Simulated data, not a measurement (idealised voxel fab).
Module name: voxel self aligned vias (process module)
Displayed cross-section: cut, width of 265 nm, square cells sized 5 nm.
How to read a cross-section here: the picture is a grid of square cells, written as bands going from the top down, and any band can span one or more rows of cells.
Read a band's entry like this: the first values are the height of its top and the height of its bottom in nm, and what follows is the sequence of materials from left to right, each with its width in nm. Note that "blank" is empty space, and that a single material marked "throughout" reaches across the band from edge to edge.
Below 0: as-received wafer, all one material; heights counted from there. Lowest band: no bottom, goes on down, written "0 nm and below".
Top row gets the first number, bottom row gets the second, and each row in between changes by the same step: that is how a band width like "30->40" works.
"identical to before" -> step changed no cross-section cell.
"Closed void entries" contains a list of empty spaces, each no smaller than 8 cells and without an open way to the top, written in the form width x height at distance with the distance from the left edge and all three in nm.
Note: text after step settings on the step line = simulator remark on that step.
When a step includes a mask, the "overlay nm" setting on its line states how far to the right of its planned place that mask lay, and negative values state how far to the left.
### So here's the lineup of process steps we planned
1 RECEIVE | material Si
2 CONFORMAL_DEP | material SiO2 | thk nm 15
3 CONFORMAL_DEP | material SiCN | thk nm 5
4 DIRECTIONAL_DEP | material SiO2 | thk nm 25
5 PATTERN | tone open | mask id LINES | material resist | width nm 30 | pitch nm 70 | thk nm 20 | overlay nm 0
6 DIRECTIONAL_ETCH | etch materials SiO2 | depth nm 25
7 STRIP | etch materials resist
8 CONFORMAL_DEP | material TiN | thk nm 5
9 FILL_DEP | material Ru | thk nm 5
10 CMP | height nm 45
11 SELECTIVE_ETCH | etch materials W Ru TiN | depth nm 10
12 FILL_DEP | material SiN | thk nm 10
13 CMP | height nm 45
14 DIRECTIONAL_DEP | material SiO2 | thk nm 15
15 DIRECTIONAL_DEP | material aC | thk nm 15
16 PATTERN | tone open | mask id VIAS | material resist | width nm 40 | pitch nm 70 | thk nm 35 | overlay nm 0
17 DIRECTIONAL_ETCH | etch materials aC | depth nm 15
18 STRIP | etch materials resist
19 DIRECTIONAL_ETCH | etch materials SiO2 | depth nm 15
20 DIRECTIONAL_ETCH | etch materials SiN | depth nm 10
21 STRIP | etch materials aC
22 CONFORMAL_DEP | material TiN | thk nm 5
23 FILL_DEP | material W | thk nm 10
24 CMP | height nm 60
25 CONFORMAL_DEP | material SiCN | thk nm 5
Wafers differ in thk nm at step 8; plan lists the first wafer's value; identical starting state.
### Cross-section of the first of several wafers as received (after step 1)
  0 nm and below | Si throughout
  Closed void entries: none
### The table below has one row for each wafer; a row shows, as of the end of the module, how many cells of each material the wafer has gained, marked (+), or lost, marked (-), since it was received, and then the wafer's closed voids
thk nm 5, +24 Ru, +106 SiCN, +421 SiO2, +78 TiN, +60 W, Closed void entries: none
thk nm 10, +6 Ru, +106 SiCN, +421 SiO2, +96 TiN, +60 W, Closed void entries: none
thk nm 15, +106 SiCN, +421 SiO2, +102 TiN, +60 W, Closed void entries: none
thk nm 20, +106 SiCN, +421 SiO2, +102 TiN, +60 W, Closed void entries: none
